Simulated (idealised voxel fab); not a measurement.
process module | voxel spacer lines
Cross-section cut: width 230 nm, square cells of 5 nm.
Bands, listed from the top down, are how a cross-section gets written in this document; the cross-section itself is a grid of square cells, and a band is one or more rows of them.
Basically the band line says how high the top is and how high the bottom is, in nm, and then what's in it from left to right, every material with its width in nm. Empty space shows up as "blank", and if a single material carries "edge to edge" it runs the full band edge to edge.
Ref level 0: as-received wafer is one material below here. Bottom band extends down with no lower bound ("0 -> down").
Width spec "30..40" -> top row of cells at first value, bottom row at second value, equal per-row change in between.
When a step is marked "all unchanged", none of the cells in the cross-section changed during that step.
Basically, "Closed void entries" tells you about the enclosed voids: empty spaces with no open way to the top, 8 cells or bigger, each written width x height at distance, where distance is from the left edge, all in nm.
Formally, on a step line, whatever follows the settings is a remark that the simulator itself makes on the step.
The setting "overlay nm" may be written on the line of a step. When the step uses a mask, the value reports how far to the right of the planned place the mask lay, and a negative value reports that it lay to the left.
### Process steps - plan
1 RECEIVE [material Si]
2 CONFORMAL_DEP [material Al2O3] [thk nm 5]
3 DIRECTIONAL_DEP [material SiN] [thk nm 15]
4 DIRECTIONAL_DEP [material aC] [thk nm 25]
5 PATTERN [tone cover] [mask id MANDREL] [material resist] [width nm 25] [pitch nm 80] [thk nm 30] [overlay nm 0]
6 DIRECTIONAL_ETCH [etch materials aC] [depth nm 25]
7 STRIP [etch materials resist]
8 CONFORMAL_DEP [material SiO2] [thk nm 15]
9 DIRECTIONAL_ETCH [etch materials SiO2] [depth nm 15]
10 STRIP [etch materials aC]
11 DIRECTIONAL_ETCH [etch materials SiN] [depth nm 15]
12 STRIP [etch materials SiO2]
### Step 1 complete: cross-section of the wafer as received
> 0 -> down = Si edge to edge
> Closed void entries: none
### Starting wafer: above. Plan: above. Run: one mistake. Cross-section after the module: below
> 20 -> 5 = 45 of blank; 15 of SiN; 30 of blank; 15 of SiN; 20 of blank; 15 of SiN; 30 of blank; 15 of SiN; 45 of blank
> 5 -> 0 = Al2O3 edge to edge
> 0 -> down = Si edge to edge
> Closed void entries: none
Processing error: so step 5 ended up running with a different setting than we planned, it ran as PATTERN [tone cover] [mask id MANDREL] [material resist] [width nm 30] [pitch nm 80] [thk nm 30] [overlay nm 0]
